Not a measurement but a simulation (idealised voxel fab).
process module | voxel self aligned vias
cross-section cut | 250 nm wide | cells 5 nm
A cross-section is a grid of square cells, given in bands from the top down. A band is one or more rows of cells.
Each band's line starts with the height of the band's top and of its bottom, in nm. Then come its materials from left to right, each with its width in nm. One material with "throughout" fills the band from edge to edge. "air" is empty space.
Height 0 is the level under which the wafer as received is all one material. The lowest band goes on downwards, as in "0 down".
A width such as "30 to 40" changes by the same amount from each row of cells to the next, from the band's top row to its bottom row.
"no change" after a step means that no cell of the cross-section changed.
closed voids: empty space of 8 cells or more with no open way to the top, each as width x height at its distance from the left edge, in nm
after a step's settings: what the simulator itself notes on the step
overlay nm, on a step with a mask: how far to the right of its planned place the mask lay; to the left if negative
plan
1 op RECEIVE | material Si
2 op CONFORMAL_DEP | material SiO2 | thk nm 15
3 op CONFORMAL_DEP | material SiCN | thk nm 5
4 op DIRECTIONAL_DEP | material SiO2 | thk nm 20
5 op MASKED_ETCH | tone open | mask id LINES | width nm 20 | pitch nm 60 | etch materials SiO2 | depth nm 20 | overlay nm 0
6 op CONFORMAL_DEP | material TiN | thk nm 5
7 op FILL_DEP | material Ru | thk nm 5
8 op CMP | height nm 40
9 op SELECTIVE_ETCH | etch materials W Ru TiN | depth nm 10
10 op FILL_DEP | material SiN | thk nm 5
11 op CMP | height nm 40
12 op DIRECTIONAL_DEP | material SiO2 | thk nm 15
13 op PATTERN | tone open | mask id VIAS | material resist | width nm 30 | pitch nm 120 | thk nm 20 | overlay nm 0
14 op DIRECTIONAL_ETCH | etch materials SiO2 | depth nm 15
15 op DIRECTIONAL_ETCH | etch materials SiN | depth nm 10
16 op STRIP | etch materials resist
17 op CONFORMAL_DEP | material TiN | thk nm 5
18 op FILL_DEP | material Ru | thk nm 10
19 op CMP | height nm 55
20 op CONFORMAL_DEP | material SiN | thk nm 5
first wafer, as planned
as received, after step 1
  0 down: Si throughout
  closed voids: none
after step 2
  15 to 0: SiO2 throughout
  below 0: unchanged
after step 3
  20 to 15: SiCN throughout
  below 15: unchanged
after step 4
  40 to 20: SiO2 throughout
  below 20: unchanged
after step 5
  40 to 20: SiO2 55 | air 20 | SiO2 40 | air 20 | SiO2 40 | air 20 | SiO2 55
  below 20: unchanged
after step 6
  45 to 40: TiN 60 | air 10 | TiN 50 | air 10 | TiN 50 | air 10 | TiN 60
  40 to 25: SiO2 55 | TiN 5 | air 10 | TiN 5 | SiO2 40 | TiN 5 | air 10 | TiN 5 | SiO2 40 | TiN 5 | air 10 | TiN 5 | SiO2 55
  25 to 20: SiO2 55 | TiN 20 | SiO2 40 | TiN 20 | SiO2 40 | TiN 20 | SiO2 55
  below 20: unchanged
after step 7
  50 to 45: Ru throughout
  45 to 40: TiN 60 | Ru 10 | TiN 50 | Ru 10 | TiN 50 | Ru 10 | TiN 60
  40 to 25: SiO2 55 | TiN 5 | Ru 10 | TiN 5 | SiO2 40 | TiN 5 | Ru 10 | TiN 5 | SiO2 40 | TiN 5 | Ru 10 | TiN 5 | SiO2 55
  below 25: unchanged
after step 8
  40 to 25: SiO2 55 | TiN 5 | Ru 10 | TiN 5 | SiO2 40 | TiN 5 | Ru 10 | TiN 5 | SiO2 40 | TiN 5 | Ru 10 | TiN 5 | SiO2 55
  below 25: unchanged
after step 9
  40 to 30: SiO2 55 | air 20 | SiO2 40 | air 20 | SiO2 40 | air 20 | SiO2 55
  below 30: unchanged
after step 10
  45 to 40: SiN throughout
  40 to 30: SiO2 55 | SiN 20 | SiO2 40 | SiN 20 | SiO2 40 | SiN 20 | SiO2 55
  below 30: unchanged
after step 11
  40 to 30: SiO2 55 | SiN 20 | SiO2 40 | SiN 20 | SiO2 40 | SiN 20 | SiO2 55
  below 30: unchanged
after step 12
  55 to 40: SiO2 throughout
  below 40: unchanged
after step 13
  75 to 55: resist 50 | air 30 | resist 90 | air 30 | resist 50
  below 55: unchanged
after step 14
  75 to 55: resist 50 | air 30 | resist 90 | air 30 | resist 50
  55 to 40: SiO2 50 | air 30 | SiO2 90 | air 30 | SiO2 50
  below 40: unchanged
after step 15
  75 to 55: resist 50 | air 30 | resist 90 | air 30 | resist 50
  55 to 40: SiO2 50 | air 30 | SiO2 90 | air 30 | SiO2 50
  40 to 30: SiO2 55 | air 20 | SiO2 40 | SiN 20 | SiO2 40 | air 20 | SiO2 55
  below 30: unchanged
after step 16
  55 to 40: SiO2 50 | air 30 | SiO2 90 | air 30 | SiO2 50
  below 40: unchanged
after step 17
  60 to 55: TiN 55 | air 20 | TiN 100 | air 20 | TiN 55
  55 to 45: SiO2 50 | TiN 5 | air 20 | TiN 5 | SiO2 90 | TiN 5 | air 20 | TiN 5 | SiO2 50
  45 to 40: SiO2 50 | TiN 10 | air 10 | TiN 10 | SiO2 90 | TiN 10 | air 10 | TiN 10 | SiO2 50
  40 to 35: SiO2 55 | TiN 5 | air 10 | TiN 5 | SiO2 40 | SiN 20 | SiO2 40 | TiN 5 | air 10 | TiN 5 | SiO2 55
  35 to 30: SiO2 55 | TiN 20 | SiO2 40 | SiN 20 | SiO2 40 | TiN 20 | SiO2 55
  below 30: unchanged
after step 18
  70 to 60: Ru throughout
  60 to 55: TiN 55 | Ru 20 | TiN 100 | Ru 20 | TiN 55
  55 to 45: SiO2 50 | TiN 5 | Ru 20 | TiN 5 | SiO2 90 | TiN 5 | Ru 20 | TiN 5 | SiO2 50
  45 to 40: SiO2 50 | TiN 10 | Ru 10 | TiN 10 | SiO2 90 | TiN 10 | Ru 10 | TiN 10 | SiO2 50
  40 to 35: SiO2 55 | TiN 5 | Ru 10 | TiN 5 | SiO2 40 | SiN 20 | SiO2 40 | TiN 5 | Ru 10 | TiN 5 | SiO2 55
  below 35: unchanged
after step 19
  55 to 45: SiO2 50 | TiN 5 | Ru 20 | TiN 5 | SiO2 90 | TiN 5 | Ru 20 | TiN 5 | SiO2 50
  below 45: unchanged
after step 20
  60 to 55: SiN throughout
  below 55: unchanged
second wafer: like start, like plan, one mistake. Through step 18 it matches the first wafer
when step 19 should have ended: no change
when step 20 should have ended
  75 to 70: SiN throughout
  below 70: unchanged
what went wrong: step 19 was left out
at the end the second wafer has, in cells: 108 more of Ru | 42 more of TiN
